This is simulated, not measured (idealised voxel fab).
Presented below is a process module, voxel fin reveal.
It is cross-section cut that appears here, measuring 245 nm in width, its square cells being 5 nm in size.
Bands, listed from the top down, are how a cross-section gets written in this document; the cross-section itself is a grid of square cells, and a band is one or more rows of them. Within each band entry, the heights of the top and of the bottom of the band appear first, in that order and in nm; the materials of the band then follow from left to right, each with its corresponding width in nm. The designation "all across" on a single material indicates that it fills the band from edge to edge; the designation "empty" indicates empty space. For the purposes of this specification, 0 denotes the height below which the wafer in its as-received condition is composed wholly of one material, and the lowermost band, lacking a lower limit, extends downward without end, as expressed in "0 and below". The notation "30 to 40" denotes a width that varies across the rows of cells in the band, beginning at the first number in the top row, finishing at the second number in the bottom row, and changing by an identical amount from each row to the next. The cross-section has no changed cell in any step marked "nothing was modified". Closed empty spaces (no open way to the top) of 8 cells or more are what "Enclosed void inventory" lists, each as width x height at distance from the left edge, nm for all three. Read whatever lies past the settings on a step's line as the simulator's own remark about the step. overlay nm: for a step with a mask, the amount by which the mask lay right of where it was planned; a negative amount means left of it.

[Planned step list for the process]
1: RECEIVE with material Si
2: CONFORMAL_DEP with material SiN, thk nm 5
3: DIRECTIONAL_DEP with material aC, thk nm 10
4: PATTERN with tone cover, mask id FINS, material resist, width nm 15, pitch nm 40, thk nm 25, overlay nm 0
5: DIRECTIONAL_ETCH with etch materials aC, depth nm 10
6: STRIP with etch materials resist
7: DIRECTIONAL_ETCH with etch materials SiN, depth nm 5
8: DIRECTIONAL_ETCH with etch materials Si, depth nm 35
9: STRIP with etch materials aC
10: OXIDIZE with depth nm 5
11: FILL_DEP with material SiO2, thk nm 5
12: CMP with height nm 5
13: SELECTIVE_ETCH with etch materials SiO2, depth nm 30
14: STRIP with etch materials SiN

[First of two wafers, processed according to plan]

[Cross-section, incoming material, after step 1]
	0 and below  Si all across
	Enclosed void inventory: none

[Upon completion of step 2, the wafer appears in cross-section as shown]
	5 down to 0  SiN all across
	No changes below 0.

[Upon completion of step 3, the wafer appears in cross-section as shown]
	15 down to 5  aC all across
	No changes below 5.

[Upon completion of step 4, the wafer appears in cross-section as shown]
	40 down to 15  75 empty  15 resist  25 empty  15 resist  25 empty  15 resist  75 empty
	No changes below 15.

[Upon completion of step 5, the wafer appears in cross-section as shown]
	30 down to 15  75 empty  15 resist  25 empty  15 resist  25 empty  15 resist  75 empty
	15 down to 5  75 empty  15 aC  25 empty  15 aC  25 empty  15 aC  75 empty
	No changes below 5.

[Upon completion of step 6, the wafer appears in cross-section as shown]
	15 down to 5  75 empty  15 aC  25 empty  15 aC  25 empty  15 aC  75 empty
	No changes below 5.

[Upon completion of step 7, the wafer appears in cross-section as shown]
	15 down to 5  75 empty  15 aC  25 empty  15 aC  25 empty  15 aC  75 empty
	5 down to 0  75 empty  15 SiN  25 empty  15 SiN  25 empty  15 SiN  75 empty
	No changes below 0.

[Upon completion of step 8, the wafer appears in cross-section as shown]
	15 down to 5  75 empty  15 aC  25 empty  15 aC  25 empty  15 aC  75 empty
	5 down to 0  75 empty  15 SiN  25 empty  15 SiN  25 empty  15 SiN  75 empty
	0 down to -35  75 empty  15 Si  25 empty  15 Si  25 empty  15 Si  75 empty
	No changes below -35.

[Upon completion of step 9, the wafer appears in cross-section as shown]
	5 down to 0  75 empty  15 SiN  25 empty  15 SiN  25 empty  15 SiN  75 empty
	No changes below 0.

[Upon completion of step 10, the wafer appears in cross-section as shown]
	5 down to 0  75 empty  15 SiN  25 empty  15 SiN  25 empty  15 SiN  75 empty
	0 down to -35  75 empty  5 SiO2  5 Si  5 SiO2  25 empty  5 SiO2  5 Si  5 SiO2  25 empty  5 SiO2  5 Si  5 SiO2  75 empty
	-35 down to -40  80 SiO2  5 Si  35 SiO2  5 Si  35 SiO2  5 Si  80 SiO2
	No changes below -40.

[Upon completion of step 11, the wafer appears in cross-section as shown]
	10 down to 5  SiO2 all across
	5 down to 0  75 SiO2  15 SiN  25 SiO2  15 SiN  25 SiO2  15 SiN  75 SiO2
	0 down to -40  80 SiO2  5 Si  35 SiO2  5 Si  35 SiO2  5 Si  80 SiO2
	No changes below -40.

[Upon completion of step 12, the wafer appears in cross-section as shown]
	5 down to 0  75 SiO2  15 SiN  25 SiO2  15 SiN  25 SiO2  15 SiN  75 SiO2
	No changes below 0.

[Upon completion of step 13, the wafer appears in cross-section as shown]
	5 down to 0  75 empty  15 SiN  25 empty  15 SiN  25 empty  15 SiN  75 empty
	0 down to -25  80 empty  5 Si  35 empty  5 Si  35 empty  5 Si  80 empty
	No changes below -25.

[Upon completion of step 14, the wafer appears in cross-section as shown]
	0 down to -25  80 empty  5 Si  35 empty  5 Si  35 empty  5 Si  80 empty
	No changes below -25.

[It is to be noted that the second wafer proceeded from the same initial state and according to the same plan as the first, although one mistake was committed in its execution; through step 5, inclusive, the two wafers share an identical history]

The second wafer cut through, at the time step 6 was supposed to be finished: nothing was modified

[The second wafer cut through, at the time step 7 was supposed to be finished]
	30 down to 15  75 empty  15 resist  25 empty  15 resist  25 empty  15 resist  75 empty
	15 down to 5  75 empty  15 aC  25 empty  15 aC  25 empty  15 aC  75 empty
	5 down to 0  75 empty  15 SiN  25 empty  15 SiN  25 empty  15 SiN  75 empty
	No changes below 0.

[The second wafer cut through, at the time step 8 was supposed to be finished]
	30 down to 15  75 empty  15 resist  25 empty  15 resist  25 empty  15 resist  75 empty
	15 down to 5  75 empty  15 aC  25 empty  15 aC  25 empty  15 aC  75 empty
	5 down to 0  75 empty  15 SiN  25 empty  15 SiN  25 empty  15 SiN  75 empty
	0 down to -35  75 empty  15 Si  25 empty  15 Si  25 empty  15 Si  75 empty
	No changes below -35.

[The second wafer cut through, at the time step 9 was supposed to be finished]
	5 down to 0  75 empty  15 SiN  25 empty  15 SiN  25 empty  15 SiN  75 empty
	No changes below 0.

[The second wafer cut through, at the time step 10 was supposed to be finished]
	5 down to 0  75 empty  15 SiN  25 empty  15 SiN  25 empty  15 SiN  75 empty
	0 down to -35  75 empty  5 SiO2  5 Si  5 SiO2  25 empty  5 SiO2  5 Si  5 SiO2  25 empty  5 SiO2  5 Si  5 SiO2  75 empty
	-35 down to -40  80 SiO2  5 Si  35 SiO2  5 Si  35 SiO2  5 Si  80 SiO2
	No changes below -40.

[The second wafer cut through, at the time step 11 was supposed to be finished]
	10 down to 5  SiO2 all across
	5 down to 0  75 SiO2  15 SiN  25 SiO2  15 SiN  25 SiO2  15 SiN  75 SiO2
	0 down to -40  80 SiO2  5 Si  35 SiO2  5 Si  35 SiO2  5 Si  80 SiO2
	No changes below -40.

[The second wafer cut through, at the time step 12 was supposed to be finished]
	5 down to 0  75 SiO2  15 SiN  25 SiO2  15 SiN  25 SiO2  15 SiN  75 SiO2
	No changes below 0.

[The second wafer cut through, at the time step 13 was supposed to be finished]
	5 down to 0  75 empty  15 SiN  25 empty  15 SiN  25 empty  15 SiN  75 empty
	0 down to -25  80 empty  5 Si  35 empty  5 Si  35 empty  5 Si  80 empty
	No changes below -25.

[The second wafer cut through, at the time step 14 was supposed to be finished]
	0 down to -25  80 empty  5 Si  35 empty  5 Si  35 empty  5 Si  80 empty
	No changes below -25.
Deviation from plan: step 6 of the plan was omitted and not executed
The two wafers wind up with the same cross-section at the end, so whatever this model computes is the same despite the mistake.
